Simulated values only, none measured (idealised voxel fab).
voxel quadruple lines: a process module
cross-section cut | 200 nm wide | cells 5 nm
Reading order for cross-sections: top band down to bottom band. Underlying form: a grid of square cells. Band size: one or more rows of cells.
Per band: top height and bottom height in nm, followed by the left-to-right materials and their widths in nm; "all across" marks a single material spanning edge to edge, "air" marks empty space.
Heights are expressed relative to 0, this being the level below which the as-received wafer comprises one material exclusively. The lowest band is unbounded in the downward direction and is denoted as in "0 nm and below".
Graded width ("30->40"): value in top row of band = first number; value in bottom row = second number; row-to-row change constant.
Given "remained unchanged" for a step, no cell of the cross-section differs between before and after that step.
In the "Voids, sealed" entry, you get each enclosed empty space of 8 cells or more, one with no open way to the top, written width x height at distance, distance from the left edge, in nm.
Anything after a step's settings on that line? It's the simulator's own note about the step.
On any step carrying a mask, the "overlay nm" setting, if present on the step's line, tells how far right of its planned place the mask lay; negative values point to the left.

# Process steps (planned)
- 1: RECEIVE, material Si
- 2: CONFORMAL_DEP, material Al2O3, thk nm 5
- 3: DIRECTIONAL_DEP, material Ru, thk nm 10
- 4: DIRECTIONAL_DEP, material polySi, thk nm 20
- 5: DIRECTIONAL_DEP, material aC, thk nm 20
- 6: PATTERN, tone cover, mask id MANDREL, material resist, width nm 20, pitch nm 60, thk nm 30, overlay nm -15
- 7: DIRECTIONAL_ETCH, etch materials aC, depth nm 20
- 8: STRIP, etch materials resist
- 9: CONFORMAL_DEP, material SiO2, thk nm 10
- 10: DIRECTIONAL_ETCH, etch materials SiO2, depth nm 10
- 11: STRIP, etch materials aC
- 12: DIRECTIONAL_ETCH, etch materials polySi, depth nm 20
- 13: STRIP, etch materials SiO2
- 14: CONFORMAL_DEP, material SiN, thk nm 5
- 15: DIRECTIONAL_ETCH, etch materials SiN, depth nm 5
- 16: STRIP, etch materials polySi
- 17: DIRECTIONAL_ETCH, etch materials Ru, depth nm 10
- 18: STRIP, etch materials SiN
- 19: FILL_DEP, material SiO2, thk nm 10
- 20: CMP, height nm 15
Be aware that, although all wafers share a common starting state, the overlay nm at step 6 differs among them, and the plan displays the first wafer's value.

# First of several wafers (as received, post step 1), cross-sectional view
- 0 nm and below  Si all across
- Voids, sealed: none

# Quick key for the table: a row per wafer, taken at the end of the module. For each material it tells you how many cells the wafer gained (+) or lost (-) since it came in, and the closed voids come after
overlay nm -15 | +40 Al2O3 | +16 Ru | +64 SiO2 | Voids, sealed: none
overlay nm -10 | +40 Al2O3 | +16 Ru | +64 SiO2 | Voids, sealed: none
overlay nm -5 | +40 Al2O3 | +16 Ru | +64 SiO2 | Voids, sealed: none
overlay nm 0 | +40 Al2O3 | +16 Ru | +64 SiO2 | Voids, sealed: none
overlay nm 5 | +40 Al2O3 | +16 Ru | +64 SiO2 | Voids, sealed: none
overlay nm 10 | +40 Al2O3 | +16 Ru | +64 SiO2 | Voids, sealed: none
overlay nm 15 | +40 Al2O3 | +16 Ru | +64 SiO2 | Voids, sealed: none
